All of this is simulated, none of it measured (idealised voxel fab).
Process module name: voxel double patterning
Displayed cross-section: cut, width of 230 nm, square cells sized 5 nm.
We lay out every cross-section as a grid of square cells and spell it out in bands from the top down, where one band means one or more rows of cells.
For a band, the entry starts with two heights in nm, that of the top and then that of the bottom, and carries on with the band's materials in order from left to right, each alongside its width in nm; the word "all across" beside a single material means it fills the band edge to edge, and "air" means empty space.
The level at which height equals 0 is the one under which the wafer, as it arrives, is entirely one material. No lower edge exists for the bottom band, which continues downward and is notated as in "0 down".
A width given as "30..40" starts at the first number in the band's top row and ends at the second number in its bottom row, shifting by an equal amount at every step from row to row.
The cross-section has no changed cell in any step marked "same as before".
Listed in "Closed void listing": every empty space of 8 or more cells without an open way to the top. Form: width x height at distance, the distance being from the left edge, all in nm.
after a step's settings: what the simulator itself notes on the step
Steps that use a mask can have "overlay nm" on their line. It says how far the mask sat to the right of where it was meant to be. Negative means to the left.
The process steps that were planned are listed below
- 1: op RECEIVE | material Si
- 2: op CONFORMAL_DEP | material SiO2 | thk nm 10
- 3: op DIRECTIONAL_DEP | material TiN | thk nm 15
- 4: op DIRECTIONAL_DEP | material SiCN | thk nm 5
- 5: op MASKED_ETCH | tone open | mask id FIRST | width nm 15 | pitch nm 50 | etch materials SiCN | depth nm 5 | overlay nm 0
- 6: op PATTERN | tone open | mask id SECOND | material resist | width nm 15 | pitch nm 50 | thk nm 15 | overlay nm 0
- 7: op DIRECTIONAL_ETCH | etch materials SiCN | depth nm 5
- 8: op STRIP | etch materials resist
- 9: op DIRECTIONAL_ETCH | etch materials TiN | depth nm 15
- 10: op STRIP | etch materials SiCN
The cross-section here shows the wafer as received, i.e. in its state after step 1
* 0 down  Si all across
* Closed void listing: none
The cross-section shown corresponds to the wafer at the conclusion of the module. The initial structure and the process plan are those presented above; however, one mistake occurred in executing the plan
* 25 to 15  SiO2 all across
* 15 to 0  TiN all across
* 0 down  Si all across
* Closed void listing: none
Want to know what went wrong? contrary to the plan, steps 2 and 3 were processed in exchanged order
